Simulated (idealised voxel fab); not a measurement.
Title: Process Module voxel transistor to metal
The cross-section shown here is cut; it is 175 nm wide and divided into square cells measuring 5 nm on a side.
Reading order for cross-sections: top band down to bottom band. Underlying form: a grid of square cells. Band size: one or more rows of cells. Quick guide to a band line: top height, bottom height (nm) up front; then every material left to right with its width in nm. Only one material and it's marked "all across"? Then it fills the band edge to edge. And "empty" just means empty space. Heads up on the height convention: 0 is the point under which the incoming wafer is all one material, and the lowest band has no bottom, it just keeps going down, like "0 nm and below". Per-row width for "30..40": begins at first number (top row of band), ends at second number (bottom row), increment between rows held constant. It should be understood that the words "nothing got changed", when stated for a given step, signify that the cross-section underwent no change in any of its cells during that step. "Sealed voids" specifies each empty space that is not open to the top and that occupies no fewer than 8 cells, using the form width x height at distance, the distance measured from the left edge and all three quantities in nm. The remark found on a step's line after its settings is issued by the simulator itself and pertains to that step. Regarding "overlay nm": on a step with a mask, it is the distance the mask lay to the right of its planned place; a negative value places it to the left.
**plan**
1) op RECEIVE | material Si
2) op CONFORMAL_DEP | material SiO2 | thk nm 5
3) op CONFORMAL_DEP | material SiN | thk nm 10
4) op PATTERN | tone cover | mask id ACTIVE | material resist | width nm 115 | thk nm 15 | overlay nm 0
5) op DIRECTIONAL_ETCH | etch materials SiN | depth nm 10
6) op DIRECTIONAL_ETCH | etch materials SiO2 | depth nm 5
7) op DIRECTIONAL_ETCH | etch materials Si | depth nm 30
8) op STRIP | etch materials resist
9) op FILL_DEP | material SiO2 | thk nm 10
10) op CMP | height nm 15
11) op SELECTIVE_ETCH | etch materials SiO2 | depth nm 5
12) op STRIP | etch materials SiN
13) op SELECTIVE_ETCH | etch materials SiO2 | depth nm 5
14) op OXIDIZE | depth nm 5
15) op DIRECTIONAL_DEP | material polySi | thk nm 25
16) op DIRECTIONAL_DEP | material SiCN | thk nm 10
17) op DIRECTIONAL_DEP | material aC | thk nm 15
18) op PATTERN | tone cover | mask id GATE | material resist | width nm 25 | thk nm 30 | overlay nm 0
19) op DIRECTIONAL_ETCH | etch materials aC | depth nm 15
20) op STRIP | etch materials resist
21) op DIRECTIONAL_ETCH | etch materials SiCN | depth nm 20
22) op DIRECTIONAL_ETCH | etch materials polySi | depth nm 35
23) op STRIP | etch materials aC
24) op CONFORMAL_DEP | material SiO2 | thk nm 5
25) op DIRECTIONAL_ETCH | etch materials SiO2 | depth nm 5
26) op CONFORMAL_DEP | material SiN | thk nm 10
27) op DIRECTIONAL_ETCH | etch materials SiN | depth nm 10
28) op DIRECTIONAL_ETCH | etch materials SiO2 | depth nm 5
29) op EPI | material SiGe | thk nm 5
30) op FILL_DEP | material SiO2 | thk nm 5
31) op CMP | height nm 25
32) op STRIP | etch materials polySi
33) op SELECTIVE_ETCH | etch materials SiO2 | depth nm 5
34) op CONFORMAL_DEP | material HfO2 | thk nm 5
35) op CONFORMAL_DEP | material TiN | thk nm 5
36) op FILL_DEP | material W | thk nm 5
37) op CMP | height nm 20
38) op DIRECTIONAL_DEP | material SiO2 | thk nm 15
39) op DIRECTIONAL_DEP | material aC | thk nm 10
40) op PATTERN | tone open | mask id CONTACT | material resist | width nm 15 | pitch nm 80 | thk nm 25 | overlay nm 0
41) op DIRECTIONAL_ETCH | etch materials aC | depth nm 10
42) op STRIP | etch materials resist
43) op DIRECTIONAL_ETCH | etch materials SiO2 | depth nm 35
44) op STRIP | etch materials aC
45) op CONFORMAL_DEP | material TiN | thk nm 5
46) op FILL_DEP | material Ru | thk nm 5
47) op CMP | height nm 35
48) op CONFORMAL_DEP | material SiN | thk nm 5
49) op DIRECTIONAL_DEP | material SiO2 | thk nm 15
50) op MASKED_ETCH | tone open | mask id METAL_1 | width nm 15 | pitch nm 80 | etch materials SiO2 | depth nm 15 | overlay nm 0
51) op MASKED_ETCH | tone open | mask id METAL_1 | width nm 15 | pitch nm 80 | etch materials SiN | depth nm 5 | overlay nm 0
52) op CONFORMAL_DEP | material TiN | thk nm 5
53) op FILL_DEP | material Cu | thk nm 10
54) op CMP | height nm 55
55) op EPI | material Ru | thk nm 5
56) op FILL_DEP | material SiCN | thk nm 5
57) op DIRECTIONAL_DEP | material SiO2 | thk nm 30
58) op MASKED_ETCH | tone open | mask id METAL_2 | width nm 15 | pitch nm 80 | etch materials SiO2 | depth nm 20 | overlay nm 0
59) op PATTERN | tone open | mask id METAL_2_HOLES | material resist | width nm 15 | pitch nm 80 | thk nm 20 | overlay nm 0
60) op DIRECTIONAL_ETCH | etch materials SiO2 | depth nm 10
61) op DIRECTIONAL_ETCH | etch materials SiCN | depth nm 5
62) op STRIP | etch materials resist
63) op CONFORMAL_DEP | material TiN | thk nm 5
64) op FILL_DEP | material Cu | thk nm 10
65) op CMP | height nm 95
66) op CONFORMAL_DEP | material SiCN | thk nm 5
**The cross-section here shows the wafer as received, i.e. in its state after step 1**
> 0 nm and below | Si all across
> Sealed voids: none
**Sectioned view, first of two wafers, at the close of the module, processed as intended in the plan**
> 100 nm to 95 nm | SiCN all across
> 95 nm to 65 nm | SiO2 40, TiN 5, Cu 5, TiN 5, SiO2 65, TiN 5, Cu 5, TiN 5, SiO2 40
> 65 nm to 60 nm | SiCN 40, TiN 15, SiCN 65, TiN 15, SiCN 40
> 60 nm to 55 nm | SiCN 35, Ru 25, SiCN 55, Ru 25, SiCN 35
> 55 nm to 40 nm | SiO2 40, TiN 5, Cu 5, TiN 5, SiO2 65, TiN 5, Cu 5, TiN 5, SiO2 40
> 40 nm to 35 nm | SiN 40, TiN 15, SiN 65, TiN 15, SiN 40
> 35 nm to 20 nm | SiO2 40, TiN 5, Ru 5, TiN 5, SiO2 65, TiN 5, Ru 5, TiN 5, SiO2 40
> 20 nm to 5 nm | SiO2 40, TiN 5, Ru 5, TiN 5, SiO2 5, SiN 10, HfO2 5, TiN 5, W 15, TiN 5, HfO2 5, SiN 10, SiO2 5, TiN 5, Ru 5, TiN 5, SiO2 40
> 5 nm to 0 nm | SiO2 30, SiN 10, TiN 15, SiO2 5, SiN 10, HfO2 5, TiN 25, HfO2 5, SiN 10, SiO2 5, TiN 15, SiN 10, SiO2 30
> 0 nm to -5 nm | SiO2 40, SiGe 20, SiO2 10, HfO2 35, SiO2 10, SiGe 20, SiO2 40
> -5 nm to -30 nm | SiO2 30, Si 115, SiO2 30
> -30 nm and below | Si all across
> Sealed voids: none
**Presented here is a cross-section of the second of the two wafers as it stood at the end of the module. It was started in the same manner and assigned the same plan as the first wafer; however, one mistake was made in its execution**
> 100 nm to 95 nm | SiCN all across
> 95 nm to 65 nm | SiO2 40, TiN 5, Cu 5, TiN 5, SiO2 65, TiN 5, Cu 5, TiN 5, SiO2 40
> 65 nm to 60 nm | SiCN 40, TiN 15, SiCN 65, TiN 15, SiCN 40
> 60 nm to 55 nm | SiCN 35, Ru 25, SiCN 55, Ru 25, SiCN 35
> 55 nm to 40 nm | SiO2 40, TiN 5, Cu 5, TiN 5, SiO2 65, TiN 5, Cu 5, TiN 5, SiO2 40
> 40 nm to 35 nm | SiN 40, TiN 15, SiN 65, TiN 15, SiN 40
> 35 nm to 25 nm | SiO2 40, TiN 5, Ru 5, TiN 5, SiO2 65, TiN 5, Ru 5, TiN 5, SiO2 40
> 25 nm to 20 nm | SiO2 40, TiN 15, SiO2 65, TiN 15, SiO2 40
> 20 nm to 10 nm | W 70, TiN 5, HfO2 5, SiN 15, HfO2 5, TiN 5, W 70
> 10 nm to 5 nm | TiN 30, W 40, TiN 5, HfO2 5, SiN 15, HfO2 5, TiN 5, W 40, TiN 30
> 5 nm to 0 nm | HfO2 25, TiN 50, HfO2 5, SiN 15, HfO2 5, TiN 50, HfO2 25
> 0 nm to -5 nm | SiO2 20, HfO2 60, SiO2 15, HfO2 60, SiO2 20
> -5 nm to -30 nm | SiO2 30, Si 115, SiO2 30
> -30 nm and below | Si all across
> Sealed voids: none
So what did we get wrong on this run? so step 18 ended up running with a different setting than we planned, it ran as op PATTERN | tone open | mask id GATE | material resist | width nm 25 | thk nm 30 | overlay nm 0
End of process, cell counts, second wafer against first, materials with more or fewer: HfO2: 27 more, Ru: 8 fewer, SiGe: 8 fewer, SiN: 8 fewer, SiO2: 77 fewer, TiN: 11 more, W: 63 more
